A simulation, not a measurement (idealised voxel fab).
process module | voxel wiring stack
cross-section cut | 225 nm wide | cells 5 nm
A cross-section is a grid of square cells, given in bands from the top down. A band is one or more rows of cells.
Each band's line starts with the height of the band's top and of its bottom, in nm. Then come its materials from left to right, each with its width in nm. One material with "throughout" fills the band from edge to edge. "air" is empty space.
Height 0 is the level under which the wafer as received is all one material. The lowest band goes on downwards, as in "0 down".
A width such as "30 to 40" changes by the same amount from each row of cells to the next, from the band's top row to its bottom row.
"no change" after a step means that no cell of the cross-section changed.
closed voids: empty space of 8 cells or more with no open way to the top, each as width x height at its distance from the left edge, in nm
after a step's settings: what the simulator itself notes on the step
overlay nm, on a step with a mask: how far to the right of its planned place the mask lay; to the left if negative
plan
1 op RECEIVE | material Si
2 op CONFORMAL_DEP | material SiO2 | thk nm 10
3 op CONFORMAL_DEP | material SiN | thk nm 5
4 op DIRECTIONAL_DEP | material SiO2 | thk nm 20
5 op DIRECTIONAL_DEP | material aC | thk nm 10
6 op PATTERN | tone open | mask id METAL_1 | material resist | width nm 30 | pitch nm 55 | thk nm 25 | overlay nm 0
7 op DIRECTIONAL_ETCH | etch materials aC | depth nm 10
8 op STRIP | etch materials resist
9 op DIRECTIONAL_ETCH | etch materials SiO2 | depth nm 20
10 op DIRECTIONAL_ETCH | etch materials SiN | depth nm 5
11 op STRIP | etch materials aC
12 op CONFORMAL_DEP | material TiN | thk nm 5
13 op FILL_DEP | material Cu | thk nm 5
14 op CMP | height nm 35
15 op CONFORMAL_DEP | material SiCN | thk nm 5
16 op DIRECTIONAL_DEP | material lowk | thk nm 10
17 op DIRECTIONAL_DEP | material aC | thk nm 10
18 op PATTERN | tone open | mask id PLUG_1 | material resist | width nm 15 | thk nm 30 | overlay nm 0
19 op DIRECTIONAL_ETCH | etch materials aC | depth nm 10
20 op STRIP | etch materials resist
21 op DIRECTIONAL_ETCH | etch materials lowk | depth nm 10
22 op DIRECTIONAL_ETCH | etch materials SiCN | depth nm 5
23 op STRIP | etch materials aC
24 op EPI | material Ru | thk nm 10
25 op EPI | material Ru | thk nm 5
26 op CONFORMAL_DEP | material SiN | thk nm 5
27 op DIRECTIONAL_DEP | material lowk | thk nm 15
28 op DIRECTIONAL_DEP | material aC | thk nm 15
29 op PATTERN | tone open | mask id METAL_2 | material resist | width nm 30 | pitch nm 55 | thk nm 30 | overlay nm 0
30 op DIRECTIONAL_ETCH | etch materials aC | depth nm 15
31 op STRIP | etch materials resist
32 op DIRECTIONAL_ETCH | etch materials lowk | depth nm 15
33 op DIRECTIONAL_ETCH | etch materials SiN | depth nm 5
34 op STRIP | etch materials aC
35 op CONFORMAL_DEP | material TiN | thk nm 5
36 op FILL_DEP | material Ru | thk nm 10
37 op CMP | height nm 70
38 op CONFORMAL_DEP | material SiCN | thk nm 5
39 op DIRECTIONAL_DEP | material SiO2 | thk nm 30
40 op PATTERN | tone open | mask id METAL_3_HOLES | material resist | width nm 15 | thk nm 20 | overlay nm 0
41 op DIRECTIONAL_ETCH | etch materials SiO2 | depth nm 30
42 op STRIP | etch materials resist
43 op MASKED_ETCH | tone open | mask id METAL_3 | width nm 30 | pitch nm 55 | etch materials SiO2 | depth nm 15 | overlay nm 0
44 op MASKED_ETCH | tone open | mask id METAL_3 | width nm 30 | pitch nm 55 | etch materials SiCN | depth nm 5 | overlay nm 0
45 op CONFORMAL_DEP | material TiN | thk nm 5
46 op FILL_DEP | material Ru | thk nm 10
47 op CMP | height nm 95
48 op CONFORMAL_DEP | material SiCN | thk nm 5
varied across the wafers: height nm of step 47. The plan shows the first wafer's value. All wafers start alike
first wafer as received, after step 1
  0 down: Si throughout
  closed voids: none
first wafer at the end, after step 48
  100 to 95: SiCN throughout
  95 to 90: SiO2 70 | TiN 5 | Ru 5 | TiN 20 | SiO2 25 | TiN 30 | SiO2 70
  90 to 75: SiO2 70 | TiN 5 | Ru 5 | TiN 5 | SiO2 140
  75 to 70: SiCN 70 | TiN 15 | SiCN 140
  70 to 55: lowk 70 | TiN 5 | Ru 20 | TiN 5 | lowk 25 | TiN 5 | Ru 20 | TiN 5 | lowk 70
  55 to 50: SiN 70 | TiN 30 | SiN 25 | TiN 30 | SiN 70
  50 to 40: lowk 70 | Ru 15 | lowk 140
  40 to 35: SiCN 70 | Ru 15 | SiCN 140
  35 to 15: SiO2 70 | TiN 5 | Cu 20 | TiN 5 | SiO2 25 | TiN 5 | Cu 20 | TiN 5 | SiO2 70
  15 to 10: SiN 70 | TiN 30 | SiN 25 | TiN 30 | SiN 70
  10 to 0: SiO2 throughout
  0 down: Si throughout
  closed voids: none
last wafer at the end
  125 to 120: SiCN throughout
  120 to 110: Ru throughout
  110 to 105: TiN 75 | Ru 20 | TiN 35 | Ru 20 | TiN 75
  105 to 95: SiO2 70 | TiN 5 | Ru 20 | TiN 5 | SiO2 25 | TiN 5 | Ru 20 | TiN 5 | SiO2 70
  95 to 90: SiO2 70 | TiN 5 | Ru 5 | TiN 20 | SiO2 25 | TiN 30 | SiO2 70
  90 to 75: SiO2 70 | TiN 5 | Ru 5 | TiN 5 | SiO2 140
  75 to 70: SiCN 70 | TiN 15 | SiCN 140
  70 to 55: lowk 70 | TiN 5 | Ru 20 | TiN 5 | lowk 25 | TiN 5 | Ru 20 | TiN 5 | lowk 70
  55 to 50: SiN 70 | TiN 30 | SiN 25 | TiN 30 | SiN 70
  50 to 40: lowk 70 | Ru 15 | lowk 140
  40 to 35: SiCN 70 | Ru 15 | SiCN 140
  35 to 15: SiO2 70 | TiN 5 | Cu 20 | TiN 5 | SiO2 25 | TiN 5 | Cu 20 | TiN 5 | SiO2 70
  15 to 10: SiN 70 | TiN 30 | SiN 25 | TiN 30 | SiN 70
  10 to 0: SiO2 throughout
  0 down: Si throughout
  closed voids: none
each wafer at the end: cells of each material gained (+) or lost (-) since it was received, then its closed voids
height nm 95 | +32 Cu | +37 Ru | +129 SiCN | +66 SiN | +381 SiO2 | +72 TiN | +183 lowk | closed voids: none
height nm 100 | +32 Cu | +45 Ru | +129 SiCN | +66 SiN | +414 SiO2 | +76 TiN | +183 lowk | closed voids: none
height nm 105 | +32 Cu | +53 Ru | +129 SiCN | +66 SiN | +447 SiO2 | +80 TiN | +183 lowk | closed voids: none
height nm 110 | +32 Cu | +61 Ru | +129 SiCN | +66 SiN | +447 SiO2 | +117 TiN | +183 lowk | closed voids: none
height nm 115 | +32 Cu | +106 Ru | +129 SiCN | +66 SiN | +447 SiO2 | +117 TiN | +183 lowk | closed voids: none
height nm 120 | +32 Cu | +151 Ru | +129 SiCN | +66 SiN | +447 SiO2 | +117 TiN | +183 lowk | closed voids: none
